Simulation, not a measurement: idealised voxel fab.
process module | voxel transistor to metal
cross-section cut | 205 nm wide | cells 5 nm
A cross-section is a grid of square cells, given in bands from the top down. A band is one or more rows of cells.
Each band's line starts with the height of the band's top and of its bottom, in nm. Then come its materials from left to right, each with its width in nm. One material with "throughout" fills the band from edge to edge. "air" is empty space.
Height 0 is the level under which the wafer as received is all one material. The lowest band goes on downwards, as in "0 down".
A width such as "30 to 40" changes by the same amount from each row of cells to the next, from the band's top row to its bottom row.
"no change" after a step means that no cell of the cross-section changed.
closed voids: empty space of 8 cells or more with no open way to the top, each as width x height at its distance from the left edge, in nm
after a step's settings: what the simulator itself notes on the step
overlay nm, on a step with a mask: how far to the right of its planned place the mask lay; to the left if negative
Each pair below shows a cross-section before one step and the cross-section after it, down to the lowest band that changed. The line under each pair gives the step between them, with its settings. The pairs can come from different runs of this module on the same starting wafer, so a pair continues from the pair above only where its "before" says so.
before
  80 to 75: W throughout
  75 to 70: TiN 60 | W 10 | TiN 65 | W 10 | TiN 60
  70 to 55: lowk 55 | TiN 5 | W 10 | TiN 5 | lowk 55 | TiN 5 | W 10 | TiN 5 | lowk 55
  55 to 50: SiN 55 | TiN 20 | SiN 55 | TiN 20 | SiN 55
  50 to 35: SiO2 55 | TiN 5 | Ru 10 | TiN 5 | SiO2 55 | TiN 5 | Ru 10 | TiN 5 | SiO2 55
  35 to 20: SiO2 55 | TiN 5 | Ru 10 | TiN 5 | SiO2 5 | SiN 5 | SiO2 5 | SiCN 25 | SiO2 5 | SiN 5 | SiO2 5 | TiN 5 | Ru 10 | TiN 5 | SiO2 55
  20 to 15: SiO2 55 | TiN 5 | Ru 10 | TiN 5 | SiO2 5 | SiN 5 | SiO2 5 | polySi 25 | SiO2 5 | SiN 5 | SiO2 5 | TiN 5 | Ru 10 | TiN 5 | SiO2 55
  15 to 10: SiO2 55 | TiN 20 | SiO2 5 | SiN 5 | SiO2 5 | polySi 25 | SiO2 5 | SiN 5 | SiO2 5 | TiN 20 | SiO2 55
  10 to 5: SiO2 55 | TiN 10 | pSi 15 | SiN 5 | SiO2 5 | polySi 25 | SiO2 5 | SiN 5 | pSi 15 | TiN 10 | SiO2 55
  5 to 0: SiO2 45 | pSi 35 | SiN 5 | SiO2 5 | polySi 25 | SiO2 5 | SiN 5 | pSi 35 | SiO2 45
  0 to -5: SiO2 45 | pSi 35 | SiO2 45 | pSi 35 | SiO2 45
  -5 to -10: SiO2 55 | pSi 25 | Si 45 | pSi 25 | SiO2 55
  -10 to -15: SiO2 50 | Si 5 | pSi 25 | Si 45 | pSi 25 | Si 5 | SiO2 50
  -15 to -35: SiO2 50 | Si 105 | SiO2 50
  -35 down: Si throughout
  closed voids: none
after
  70 to 55: lowk 55 | TiN 5 | W 10 | TiN 5 | lowk 55 | TiN 5 | W 10 | TiN 5 | lowk 55
  below 55: unchanged
  closed voids: none
the step between: op CMP | height nm 70
before: the cross-section after the pair above
after
  75 to 70: SiN throughout
  below 70: unchanged
  closed voids: none
the step between: op CONFORMAL_DEP | material SiN | thk nm 5
before
  35 to 20: SiCN throughout
  20 to 0: polySi throughout
  0 to -5: SiO2 throughout
  -5 to -35: SiO2 50 | Si 105 | SiO2 50
  -35 down: Si throughout
  closed voids: none
after
  50 to 20: SiCN throughout
  below 20: unchanged
  closed voids: none
the step between: op DIRECTIONAL_DEP | material SiCN | thk nm 15
before: the cross-section after the pair above
after
  70 to 50: air 90 | resist 25 | air 90
  below 50: unchanged
  closed voids: none
the step between: op PATTERN | tone cover | mask id GATE | material resist | width nm 25 | thk nm 20 | overlay nm 0
before: the cross-section after the pair above
after
  70 to 50: air 90 | resist 25 | air 90
  50 to 25: air 90 | SiCN 25 | air 90
  below 25: unchanged
  closed voids: none
the step between: op DIRECTIONAL_ETCH | etch materials SiCN | depth nm 25
before: the cross-section after the pair above
after
  50 to 25: air 90 | SiCN 25 | air 90
  below 25: unchanged
  closed voids: none
the step between: op STRIP | etch materials resist
before: the cross-section after the pair above
after
  55 to 50: air 85 | SiO2 35 | air 85
  50 to 30: air 85 | SiO2 5 | SiCN 25 | SiO2 5 | air 85
  30 to 25: SiO2 90 | SiCN 25 | SiO2 90
  below 25: unchanged
  closed voids: none
the step between: op CONFORMAL_DEP | material SiO2 | thk nm 5
before: the cross-section after the pair above
after
  50 to 25: air 85 | SiO2 5 | SiCN 25 | SiO2 5 | air 85
  below 25: unchanged
  closed voids: none
the step between: op DIRECTIONAL_ETCH | etch materials SiO2 | depth nm 5
before: the cross-section after the pair above
after
  55 to 50: air 80 | SiN 45 | air 80
  50 to 30: air 80 | SiN 5 | SiO2 5 | SiCN 25 | SiO2 5 | SiN 5 | air 80
  30 to 25: SiN 85 | SiO2 5 | SiCN 25 | SiO2 5 | SiN 85
  below 25: unchanged
  closed voids: none
the step between: op CONFORMAL_DEP | material SiN | thk nm 5
before: the cross-section after the pair above
after
  50 to 25: air 80 | SiN 5 | SiO2 5 | SiCN 25 | SiO2 5 | SiN 5 | air 80
  below 25: unchanged
  closed voids: none
the step between: op DIRECTIONAL_ETCH | etch materials SiN | depth nm 5
before: the cross-section after the pair above
after
  50 to 45: air 80 | SiN 5 | air 5 | SiCN 25 | air 5 | SiN 5 | air 80
  below 45: unchanged
  closed voids: none
the step between: op DIRECTIONAL_ETCH | etch materials SiO2 | depth nm 5
before: the cross-section after the pair above
after
  55 to 50: SiO2 throughout
  50 to 25: SiO2 80 | SiN 5 | SiO2 5 | SiCN 25 | SiO2 5 | SiN 5 | SiO2 80
  below 25: unchanged
  closed voids: none
the step between: op FILL_DEP | material SiO2 | thk nm 5
before: the cross-section after the pair above
after
  35 to 25: SiO2 80 | SiN 5 | SiO2 5 | SiCN 25 | SiO2 5 | SiN 5 | SiO2 80
  below 25: unchanged
  closed voids: none
the step between: op CMP | height nm 35
before: the cross-section after the pair above
after
  50 to 35: SiO2 throughout
  below 35: unchanged
  closed voids: none
the step between: op DIRECTIONAL_DEP | material SiO2 | thk nm 15
before: the cross-section after the pair above
after
  70 to 50: resist 55 | air 20 | resist 55 | air 20 | resist 55
  below 50: unchanged
  closed voids: none
the step between: op PATTERN | tone open | mask id CONTACT | material resist | width nm 20 | pitch nm 75 | thk nm 20 | overlay nm 0
before: the cross-section after the pair above
after
  70 to 50: resist 55 | air 20 | resist 55 | air 20 | resist 55
  50 to 35: SiO2 55 | air 20 | SiO2 55 | air 20 | SiO2 55
  35 to 25: SiO2 55 | air 20 | SiO2 5 | SiN 5 | SiO2 5 | SiCN 25 | SiO2 5 | SiN 5 | SiO2 5 | air 20 | SiO2 55
  below 25: unchanged
  closed voids: none
the step between: op DIRECTIONAL_ETCH | etch materials SiO2 | depth nm 50
before: the cross-section after the pair above
after
  50 to 35: SiO2 55 | air 20 | SiO2 55 | air 20 | SiO2 55
  below 35: unchanged
  closed voids: none
the step between: op STRIP | etch materials resist
before: the cross-section after the pair above
after
  55 to 50: TiN 60 | air 10 | TiN 65 | air 10 | TiN 60
  50 to 35: SiO2 55 | TiN 5 | air 10 | TiN 5 | SiO2 55 | TiN 5 | air 10 | TiN 5 | SiO2 55
  35 to 30: SiO2 55 | TiN 5 | air 10 | TiN 5 | SiO2 5 | SiN 5 | SiO2 5 | SiCN 25 | SiO2 5 | SiN 5 | SiO2 5 | TiN 5 | air 10 | TiN 5 | SiO2 55
  30 to 25: SiO2 55 | TiN 20 | SiO2 5 | SiN 5 | SiO2 5 | SiCN 25 | SiO2 5 | SiN 5 | SiO2 5 | TiN 20 | SiO2 55
  below 25: unchanged
  closed voids: none
the step between: op CONFORMAL_DEP | material TiN | thk nm 5
before: the cross-section after the pair above
after
  60 to 55: Ru throughout
  55 to 50: TiN 60 | Ru 10 | TiN 65 | Ru 10 | TiN 60
  50 to 35: SiO2 55 | TiN 5 | Ru 10 | TiN 5 | SiO2 55 | TiN 5 | Ru 10 | TiN 5 | SiO2 55
  35 to 30: SiO2 55 | TiN 5 | Ru 10 | TiN 5 | SiO2 5 | SiN 5 | SiO2 5 | SiCN 25 | SiO2 5 | SiN 5 | SiO2 5 | TiN 5 | Ru 10 | TiN 5 | SiO2 55
  below 30: unchanged
  closed voids: none
the step between: op FILL_DEP | material Ru | thk nm 5
before: the cross-section after the pair above
after
  50 to 35: SiO2 55 | TiN 5 | Ru 10 | TiN 5 | SiO2 55 | TiN 5 | Ru 10 | TiN 5 | SiO2 55
  below 35: unchanged
  closed voids: none
the step between: op CMP | height nm 50
before: the cross-section after the pair above
after
  55 to 50: SiN throughout
  below 50: unchanged
  closed voids: none
the step between: op CONFORMAL_DEP | material SiN | thk nm 5
before: the cross-section after the pair above
after
  70 to 55: lowk throughout
  below 55: unchanged
  closed voids: none
the step between: op DIRECTIONAL_DEP | material lowk | thk nm 15
before: the cross-section after the pair above
after
  85 to 70: resist 55 | air 20 | resist 55 | air 20 | resist 55
  below 70: unchanged
  closed voids: none
the step between: op PATTERN | tone open | mask id METAL_1 | material resist | width nm 20 | pitch nm 75 | thk nm 15 | overlay nm 0
before: the cross-section after the pair above
after
  85 to 70: resist 55 | air 20 | resist 55 | air 20 | resist 55
  70 to 55: lowk 55 | air 20 | lowk 55 | air 20 | lowk 55
  below 55: unchanged
  closed voids: none
the step between: op DIRECTIONAL_ETCH | etch materials lowk | depth nm 15
before: the cross-section after the pair above
after
  85 to 70: resist 55 | air 20 | resist 55 | air 20 | resist 55
  70 to 55: lowk 55 | air 20 | lowk 55 | air 20 | lowk 55
  55 to 50: SiN 55 | air 20 | SiN 55 | air 20 | SiN 55
  below 50: unchanged
  closed voids: none
the step between: op DIRECTIONAL_ETCH | etch materials SiN | depth nm 5
before: the cross-section after the pair above
after
  70 to 55: lowk 55 | air 20 | lowk 55 | air 20 | lowk 55
  below 55: unchanged
  closed voids: none
the step between: op STRIP | etch materials resist
before: the cross-section after the pair above
after
  75 to 70: TiN 60 | air 10 | TiN 65 | air 10 | TiN 60
  70 to 55: lowk 55 | TiN 5 | air 10 | TiN 5 | lowk 55 | TiN 5 | air 10 | TiN 5 | lowk 55
  55 to 50: SiN 55 | TiN 20 | SiN 55 | TiN 20 | SiN 55
  below 50: unchanged
  closed voids: none
the step between: op CONFORMAL_DEP | material TiN | thk nm 5
before: the cross-section after the pair above
after
  80 to 75: W throughout
  75 to 70: TiN 60 | W 10 | TiN 65 | W 10 | TiN 60
  70 to 55: lowk 55 | TiN 5 | W 10 | TiN 5 | lowk 55 | TiN 5 | W 10 | TiN 5 | lowk 55
  below 55: unchanged
  closed voids: none
the step between: op FILL_DEP | material W | thk nm 5
before: the cross-section after the pair above
after
  70 to 55: lowk 55 | TiN 5 | W 10 | TiN 5 | lowk 55 | TiN 5 | W 10 | TiN 5 | lowk 55
  below 55: unchanged
  closed voids: none
the step between: op CMP | height nm 70
before: the cross-section after the pair above
after
  75 to 70: SiN throughout
  below 70: unchanged
  closed voids: none
the step between: op CONFORMAL_DEP | material SiN | thk nm 5
before
  20 to 5: air 45 | SiN 115 | air 45
  5 to 0: SiO2 throughout
  0 to -35: SiO2 50 | Si 105 | SiO2 50
  -35 down: Si throughout
  closed voids: none
after
  20 to 5: air 45 | SiN 115 | air 45
  5 to 0: air 50 | SiO2 105 | air 50
  below 0: unchanged
  closed voids: none
the step between: op SELECTIVE_ETCH | etch materials SiO2 | depth nm 5
before: the cross-section after the pair above
after
  5 to 0: air 50 | SiO2 105 | air 50
  below 0: unchanged
  closed voids: none
the step between: op STRIP | etch materials SiN
before: the cross-section after the pair above
after
  25 to 20: air 50 | polySi 105 | air 50
  20 to 5: polySi throughout
  5 to 0: polySi 50 | SiO2 105 | polySi 50
  below 0: unchanged
  closed voids: none
the step between: op DIRECTIONAL_DEP | material polySi | thk nm 20
before: the cross-section after the pair above
after
  40 to 35: air 50 | SiCN 105 | air 50
  35 to 25: SiCN throughout
  25 to 20: SiCN 50 | polySi 105 | SiCN 50
  below 20: unchanged
  closed voids: none
the step between: op DIRECTIONAL_DEP | material SiCN | thk nm 15
before: the cross-section after the pair above
after
  60 to 40: air 90 | resist 25 | air 90
  below 40: unchanged
  closed voids: none
the step between: op PATTERN | tone cover | mask id GATE | material resist | width nm 25 | thk nm 20 | overlay nm 0
before: the cross-section after the pair above
after
  60 to 40: air 90 | resist 25 | air 90
  40 to 25: air 90 | SiCN 25 | air 90
  25 to 20: air 50 | polySi 105 | air 50
  below 20: unchanged
  closed voids: none
the step between: op DIRECTIONAL_ETCH | etch materials SiCN | depth nm 25
before: the cross-section after the pair above
after
  60 to 40: air 90 | resist 25 | air 90
  40 to 25: air 90 | SiCN 25 | air 90
  25 to 5: air 90 | polySi 25 | air 90
  5 to 0: air 50 | SiO2 105 | air 50
  below 0: unchanged
  closed voids: none
the step between: op DIRECTIONAL_ETCH | etch materials polySi | depth nm 30
before: the cross-section after the pair above
after
  40 to 25: air 90 | SiCN 25 | air 90
  below 25: unchanged
  closed voids: none
the step between: op STRIP | etch materials resist
before: the cross-section after the pair above
after
  45 to 40: air 85 | SiO2 35 | air 85
  40 to 25: air 85 | SiO2 5 | SiCN 25 | SiO2 5 | air 85
  25 to 10: air 85 | SiO2 5 | polySi 25 | SiO2 5 | air 85
  10 to 5: air 45 | SiO2 45 | polySi 25 | SiO2 45 | air 45
  5 to 0: SiO2 throughout
  below 0: unchanged
  closed voids: none
the step between: op CONFORMAL_DEP | material SiO2 | thk nm 5
before: the cross-section after the pair above
after
  40 to 25: air 85 | SiO2 5 | SiCN 25 | SiO2 5 | air 85
  25 to 5: air 85 | SiO2 5 | polySi 25 | SiO2 5 | air 85
  5 to 0: air 45 | SiO2 115 | air 45
  below 0: unchanged
  closed voids: none
the step between: op DIRECTIONAL_ETCH | etch materials SiO2 | depth nm 5
before: the cross-section after the pair above
after
  45 to 40: air 80 | SiN 45 | air 80
  40 to 25: air 80 | SiN 5 | SiO2 5 | SiCN 25 | SiO2 5 | SiN 5 | air 80
  25 to 10: air 80 | SiN 5 | SiO2 5 | polySi 25 | SiO2 5 | SiN 5 | air 80
  10 to 5: air 40 | SiN 45 | SiO2 5 | polySi 25 | SiO2 5 | SiN 45 | air 40
  5 to 0: SiN 45 | SiO2 115 | SiN 45
  below 0: unchanged
  closed voids: none
the step between: op CONFORMAL_DEP | material SiN | thk nm 5
before: the cross-section after the pair above
after
  40 to 25: air 80 | SiN 5 | SiO2 5 | SiCN 25 | SiO2 5 | SiN 5 | air 80
  25 to 5: air 80 | SiN 5 | SiO2 5 | polySi 25 | SiO2 5 | SiN 5 | air 80
  5 to 0: air 40 | SiN 5 | SiO2 115 | SiN 5 | air 40
  below 0: unchanged
  closed voids: none
the step between: op DIRECTIONAL_ETCH | etch materials SiN | depth nm 5
before: the cross-section after the pair above
after
  40 to 35: air 80 | SiN 5 | air 5 | SiCN 25 | air 5 | SiN 5 | air 80
  35 to 25: air 80 | SiN 5 | SiO2 5 | SiCN 25 | SiO2 5 | SiN 5 | air 80
  25 to 5: air 80 | SiN 5 | SiO2 5 | polySi 25 | SiO2 5 | SiN 5 | air 80
  5 to 0: air 40 | SiN 5 | air 35 | SiO2 45 | air 35 | SiN 5 | air 40
  0 to -5: air 40 | SiO2 10 | Si 105 | SiO2 10 | air 40
  below -5: unchanged
  closed voids: none
the step between: op DIRECTIONAL_ETCH | etch materials SiO2 | depth nm 5
before: the cross-section after the pair above
after
  40 to 35: air 80 | SiN 5 | air 5 | SiCN 25 | air 5 | SiN 5 | air 80
  35 to 25: air 80 | SiN 5 | SiO2 5 | SiCN 25 | SiO2 5 | SiN 5 | air 80
  25 to 5: air 80 | SiN 5 | SiO2 5 | polySi 25 | SiO2 5 | SiN 5 | air 80
  5 to 0: air 40 | SiN 5 | air 35 | SiO2 45 | air 35 | SiN 5 | air 40
  0 to -5: air 40 | SiO2 10 | air 30 | Si 45 | air 30 | SiO2 10 | air 40
  -5 to -10: SiO2 50 | air 30 | Si 45 | air 30 | SiO2 50
  below -10: unchanged
  closed voids: none
the step between: op DIRECTIONAL_ETCH | etch materials Si | depth nm 10
before: the cross-section after the pair above
after
  40 to 35: air 80 | SiN 5 | air 5 | SiCN 25 | air 5 | SiN 5 | air 80
  35 to 25: air 80 | SiN 5 | SiO2 5 | SiCN 25 | SiO2 5 | SiN 5 | air 80
  25 to 15: air 80 | SiN 5 | SiO2 5 | polySi 25 | SiO2 5 | SiN 5 | air 80
  15 to 5: air 65 | pSi 15 | SiN 5 | SiO2 5 | polySi 25 | SiO2 5 | SiN 5 | pSi 15 | air 65
  5 to 0: air 40 | SiN 5 | pSi 35 | SiO2 45 | pSi 35 | SiN 5 | air 40
  0 to -5: air 40 | SiO2 10 | pSi 30 | Si 45 | pSi 30 | SiO2 10 | air 40
  -5 to -10: SiO2 50 | pSi 30 | Si 45 | pSi 30 | SiO2 50
  below -10: unchanged
  closed voids: none
the step between: op EPI | material pSi | thk nm 15
before: the cross-section after the pair above
after
  45 to 40: SiO2 throughout
  40 to 25: SiO2 80 | SiN 5 | SiO2 5 | SiCN 25 | SiO2 5 | SiN 5 | SiO2 80
  25 to 15: SiO2 80 | SiN 5 | SiO2 5 | polySi 25 | SiO2 5 | SiN 5 | SiO2 80
  15 to 5: SiO2 65 | pSi 15 | SiN 5 | SiO2 5 | polySi 25 | SiO2 5 | SiN 5 | pSi 15 | SiO2 65
  5 to 0: SiO2 40 | SiN 5 | pSi 35 | SiO2 45 | pSi 35 | SiN 5 | SiO2 40
  0 to -10: SiO2 50 | pSi 30 | Si 45 | pSi 30 | SiO2 50
  below -10: unchanged
  closed voids: none
the step between: op FILL_DEP | material SiO2 | thk nm 5
before: the cross-section after the pair above
after
  35 to 25: SiO2 80 | SiN 5 | SiO2 5 | SiCN 25 | SiO2 5 | SiN 5 | SiO2 80
  below 25: unchanged
  closed voids: none
the step between: op CMP | height nm 35
before: the cross-section after the pair above
after
  50 to 35: SiO2 throughout
  below 35: unchanged
  closed voids: none
the step between: op DIRECTIONAL_DEP | material SiO2 | thk nm 15
before: the cross-section after the pair above
after
  70 to 50: resist 55 | air 20 | resist 55 | air 20 | resist 55
  below 50: unchanged
  closed voids: none
the step between: op PATTERN | tone open | mask id CONTACT | material resist | width nm 20 | pitch nm 75 | thk nm 20 | overlay nm 0
before: the cross-section after the pair above
after
  70 to 50: resist 55 | air 20 | resist 55 | air 20 | resist 55
  50 to 35: SiO2 55 | air 20 | SiO2 55 | air 20 | SiO2 55
  35 to 25: SiO2 55 | air 20 | SiO2 5 | SiN 5 | SiO2 5 | SiCN 25 | SiO2 5 | SiN 5 | SiO2 5 | air 20 | SiO2 55
  25 to 15: SiO2 55 | air 20 | SiO2 5 | SiN 5 | SiO2 5 | polySi 25 | SiO2 5 | SiN 5 | SiO2 5 | air 20 | SiO2 55
  15 to 5: SiO2 55 | air 10 | pSi 15 | SiN 5 | SiO2 5 | polySi 25 | SiO2 5 | SiN 5 | pSi 15 | air 10 | SiO2 55
  below 5: unchanged
  closed voids: none
the step between: op DIRECTIONAL_ETCH | etch materials SiO2 | depth nm 50
before: the cross-section after the pair above
after
  50 to 35: SiO2 55 | air 20 | SiO2 55 | air 20 | SiO2 55
  below 35: unchanged
  closed voids: none
the step between: op STRIP | etch materials resist
before: the cross-section after the pair above
after
  55 to 50: TiN 60 | air 10 | TiN 65 | air 10 | TiN 60
  50 to 35: SiO2 55 | TiN 5 | air 10 | TiN 5 | SiO2 55 | TiN 5 | air 10 | TiN 5 | SiO2 55
  35 to 25: SiO2 55 | TiN 5 | air 10 | TiN 5 | SiO2 5 | SiN 5 | SiO2 5 | SiCN 25 | SiO2 5 | SiN 5 | SiO2 5 | TiN 5 | air 10 | TiN 5 | SiO2 55
  25 to 20: SiO2 55 | TiN 5 | air 10 | TiN 5 | SiO2 5 | SiN 5 | SiO2 5 | polySi 25 | SiO2 5 | SiN 5 | SiO2 5 | TiN 5 | air 10 | TiN 5 | SiO2 55
  20 to 15: SiO2 55 | TiN 20 | SiO2 5 | SiN 5 | SiO2 5 | polySi 25 | SiO2 5 | SiN 5 | SiO2 5 | TiN 20 | SiO2 55
  15 to 5: SiO2 55 | TiN 10 | pSi 15 | SiN 5 | SiO2 5 | polySi 25 | SiO2 5 | SiN 5 | pSi 15 | TiN 10 | SiO2 55
  below 5: unchanged
  closed voids: none
the step between: op CONFORMAL_DEP | material TiN | thk nm 5
before: the cross-section after the pair above
after
  60 to 55: Ru throughout
  55 to 50: TiN 60 | Ru 10 | TiN 65 | Ru 10 | TiN 60
  50 to 35: SiO2 55 | TiN 5 | Ru 10 | TiN 5 | SiO2 55 | TiN 5 | Ru 10 | TiN 5 | SiO2 55
  35 to 25: SiO2 55 | TiN 5 | Ru 10 | TiN 5 | SiO2 5 | SiN 5 | SiO2 5 | SiCN 25 | SiO2 5 | SiN 5 | SiO2 5 | TiN 5 | Ru 10 | TiN 5 | SiO2 55
  25 to 20: SiO2 55 | TiN 5 | Ru 10 | TiN 5 | SiO2 5 | SiN 5 | SiO2 5 | polySi 25 | SiO2 5 | SiN 5 | SiO2 5 | TiN 5 | Ru 10 | TiN 5 | SiO2 55
  below 20: unchanged
  closed voids: none
the step between: op FILL_DEP | material Ru | thk nm 5
before: the cross-section after the pair above
after
  50 to 35: SiO2 55 | TiN 5 | Ru 10 | TiN 5 | SiO2 55 | TiN 5 | Ru 10 | TiN 5 | SiO2 55
  below 35: unchanged
  closed voids: none
the step between: op CMP | height nm 50
before: the cross-section after the pair above
after
  55 to 50: SiN throughout
  below 50: unchanged
  closed voids: none
the step between: op CONFORMAL_DEP | material SiN | thk nm 5
before: the cross-section after the pair above
after
  70 to 55: lowk throughout
  below 55: unchanged
  closed voids: none
the step between: op DIRECTIONAL_DEP | material lowk | thk nm 15
before: the cross-section after the pair above
after
  85 to 70: resist 55 | air 20 | resist 55 | air 20 | resist 55
  below 70: unchanged
  closed voids: none
the step between: op PATTERN | tone open | mask id METAL_1 | material resist | width nm 20 | pitch nm 75 | thk nm 15 | overlay nm 0
before: the cross-section after the pair above
after
  85 to 70: resist 55 | air 20 | resist 55 | air 20 | resist 55
  70 to 55: lowk 55 | air 20 | lowk 55 | air 20 | lowk 55
  below 55: unchanged
  closed voids: none
the step between: op DIRECTIONAL_ETCH | etch materials lowk | depth nm 15
before: the cross-section after the pair above
after
  85 to 70: resist 55 | air 20 | resist 55 | air 20 | resist 55
  70 to 55: lowk 55 | air 20 | lowk 55 | air 20 | lowk 55
  55 to 50: SiN 55 | air 20 | SiN 55 | air 20 | SiN 55
  below 50: unchanged
  closed voids: none
the step between: op DIRECTIONAL_ETCH | etch materials SiN | depth nm 5
before: the cross-section after the pair above
after
  70 to 55: lowk 55 | air 20 | lowk 55 | air 20 | lowk 55
  below 55: unchanged
  closed voids: none
the step between: op STRIP | etch materials resist
before: the cross-section after the pair above
after
  75 to 70: TiN 60 | air 10 | TiN 65 | air 10 | TiN 60
  70 to 55: lowk 55 | TiN 5 | air 10 | TiN 5 | lowk 55 | TiN 5 | air 10 | TiN 5 | lowk 55
  55 to 50: SiN 55 | TiN 20 | SiN 55 | TiN 20 | SiN 55
  below 50: unchanged
  closed voids: none
the step between: op CONFORMAL_DEP | material TiN | thk nm 5
before: the cross-section after the pair above
after
  80 to 75: W throughout
  75 to 70: TiN 60 | W 10 | TiN 65 | W 10 | TiN 60
  70 to 55: lowk 55 | TiN 5 | W 10 | TiN 5 | lowk 55 | TiN 5 | W 10 | TiN 5 | lowk 55
  below 55: unchanged
  closed voids: none
the step between: op FILL_DEP | material W | thk nm 5
before: the cross-section after the pair above
after
  70 to 55: lowk 55 | TiN 5 | W 10 | TiN 5 | lowk 55 | TiN 5 | W 10 | TiN 5 | lowk 55
  below 55: unchanged
  closed voids: none
the step between: op CMP | height nm 70
before: the cross-section after the pair above
after
  75 to 70: SiN throughout
  below 70: unchanged
  closed voids: none
the step between: op CONFORMAL_DEP | material SiN | thk nm 5
before
  0 to -35: SiO2 50 | Si 105 | SiO2 50
  -35 down: Si throughout
  closed voids: none
after
  0 to -10: SiO2 throughout
  below -10: unchanged
  closed voids: none
the step between: op OXIDIZE | depth nm 10
before: the cross-section after the pair above
after
  20 to 0: polySi throughout
  below 0: unchanged
  closed voids: none
the step between: op DIRECTIONAL_DEP | material polySi | thk nm 20
before: the cross-section after the pair above
after
  35 to 20: SiCN throughout
  below 20: unchanged
  closed voids: none
the step between: op DIRECTIONAL_DEP | material SiCN | thk nm 15
before: the cross-section after the pair above
after
  55 to 35: air 90 | resist 25 | air 90
  below 35: unchanged
  closed voids: none
the step between: op PATTERN | tone cover | mask id GATE | material resist | width nm 25 | thk nm 20 | overlay nm 0
before: the cross-section after the pair above
after
  55 to 35: air 90 | resist 25 | air 90
  35 to 20: air 90 | SiCN 25 | air 90
  below 20: unchanged
  closed voids: none
the step between: op DIRECTIONAL_ETCH | etch materials SiCN | depth nm 25
before: the cross-section after the pair above
after
  55 to 35: air 90 | resist 25 | air 90
  35 to 20: air 90 | SiCN 25 | air 90
  20 to 0: air 90 | polySi 25 | air 90
  below 0: unchanged
  closed voids: none
the step between: op DIRECTIONAL_ETCH | etch materials polySi | depth nm 30
before: the cross-section after the pair above
after
  35 to 20: air 90 | SiCN 25 | air 90
  below 20: unchanged
  closed voids: none
the step between: op STRIP | etch materials resist
before: the cross-section after the pair above
after
  40 to 35: air 85 | SiO2 35 | air 85
  35 to 20: air 85 | SiO2 5 | SiCN 25 | SiO2 5 | air 85
  20 to 5: air 85 | SiO2 5 | polySi 25 | SiO2 5 | air 85
  5 to 0: SiO2 90 | polySi 25 | SiO2 90
  below 0: unchanged
  closed voids: none
the step between: op CONFORMAL_DEP | material SiO2 | thk nm 5
before: the cross-section after the pair above
after
  35 to 20: air 85 | SiO2 5 | SiCN 25 | SiO2 5 | air 85
  20 to 0: air 85 | SiO2 5 | polySi 25 | SiO2 5 | air 85
  below 0: unchanged
  closed voids: none
the step between: op DIRECTIONAL_ETCH | etch materials SiO2 | depth nm 5
before: the cross-section after the pair above
after
  40 to 35: air 80 | SiN 45 | air 80
  35 to 20: air 80 | SiN 5 | SiO2 5 | SiCN 25 | SiO2 5 | SiN 5 | air 80
  20 to 5: air 80 | SiN 5 | SiO2 5 | polySi 25 | SiO2 5 | SiN 5 | air 80
  5 to 0: SiN 85 | SiO2 5 | polySi 25 | SiO2 5 | SiN 85
  below 0: unchanged
  closed voids: none
the step between: op CONFORMAL_DEP | material SiN | thk nm 5
before: the cross-section after the pair above
after
  35 to 20: air 80 | SiN 5 | SiO2 5 | SiCN 25 | SiO2 5 | SiN 5 | air 80
  20 to 0: air 80 | SiN 5 | SiO2 5 | polySi 25 | SiO2 5 | SiN 5 | air 80
  below 0: unchanged
  closed voids: none
the step between: op DIRECTIONAL_ETCH | etch materials SiN | depth nm 5
before: the cross-section after the pair above
after
  35 to 30: air 80 | SiN 5 | air 5 | SiCN 25 | air 5 | SiN 5 | air 80
  30 to 20: air 80 | SiN 5 | SiO2 5 | SiCN 25 | SiO2 5 | SiN 5 | air 80
  20 to 0: air 80 | SiN 5 | SiO2 5 | polySi 25 | SiO2 5 | SiN 5 | air 80
  0 to -5: air 80 | SiO2 45 | air 80
  below -5: unchanged
  closed voids: none
the step between: op DIRECTIONAL_ETCH | etch materials SiO2 | depth nm 5
before: the cross-section after the pair above
after
  40 to 35: SiO2 throughout
  35 to 20: SiO2 80 | SiN 5 | SiO2 5 | SiCN 25 | SiO2 5 | SiN 5 | SiO2 80
  20 to 0: SiO2 80 | SiN 5 | SiO2 5 | polySi 25 | SiO2 5 | SiN 5 | SiO2 80
  0 to -10: SiO2 throughout
  below -10: unchanged
  closed voids: none
the step between: op FILL_DEP | material SiO2 | thk nm 5
before: the cross-section after the pair above
after
  35 to 20: SiO2 80 | SiN 5 | SiO2 5 | SiCN 25 | SiO2 5 | SiN 5 | SiO2 80
  below 20: unchanged
  closed voids: none
the step between: op CMP | height nm 35
before: the cross-section after the pair above
after
  50 to 35: SiO2 throughout
  below 35: unchanged
  closed voids: none
the step between: op DIRECTIONAL_DEP | material SiO2 | thk nm 15
before: the cross-section after the pair above
after
  70 to 50: resist 55 | air 20 | resist 55 | air 20 | resist 55
  below 50: unchanged
  closed voids: none
the step between: op PATTERN | tone open | mask id CONTACT | material resist | width nm 20 | pitch nm 75 | thk nm 20 | overlay nm 0
before: the cross-section after the pair above
after
  70 to 50: resist 55 | air 20 | resist 55 | air 20 | resist 55
  50 to 35: SiO2 55 | air 20 | SiO2 55 | air 20 | SiO2 55
  35 to 20: SiO2 55 | air 20 | SiO2 5 | SiN 5 | SiO2 5 | SiCN 25 | SiO2 5 | SiN 5 | SiO2 5 | air 20 | SiO2 55
  20 to 0: SiO2 55 | air 20 | SiO2 5 | SiN 5 | SiO2 5 | polySi 25 | SiO2 5 | SiN 5 | SiO2 5 | air 20 | SiO2 55
  below 0: unchanged
  closed voids: none
the step between: op DIRECTIONAL_ETCH | etch materials SiO2 | depth nm 50
before: the cross-section after the pair above
after
  50 to 35: SiO2 55 | air 20 | SiO2 55 | air 20 | SiO2 55
  below 35: unchanged
  closed voids: none
the step between: op STRIP | etch materials resist
before: the cross-section after the pair above
after
  55 to 50: TiN 60 | air 10 | TiN 65 | air 10 | TiN 60
  50 to 35: SiO2 55 | TiN 5 | air 10 | TiN 5 | SiO2 55 | TiN 5 | air 10 | TiN 5 | SiO2 55
  35 to 20: SiO2 55 | TiN 5 | air 10 | TiN 5 | SiO2 5 | SiN 5 | SiO2 5 | SiCN 25 | SiO2 5 | SiN 5 | SiO2 5 | TiN 5 | air 10 | TiN 5 | SiO2 55
  20 to 5: SiO2 55 | TiN 5 | air 10 | TiN 5 | SiO2 5 | SiN 5 | SiO2 5 | polySi 25 | SiO2 5 | SiN 5 | SiO2 5 | TiN 5 | air 10 | TiN 5 | SiO2 55
  5 to 0: SiO2 55 | TiN 20 | SiO2 5 | SiN 5 | SiO2 5 | polySi 25 | SiO2 5 | SiN 5 | SiO2 5 | TiN 20 | SiO2 55
  below 0: unchanged
  closed voids: none
the step between: op CONFORMAL_DEP | material TiN | thk nm 5
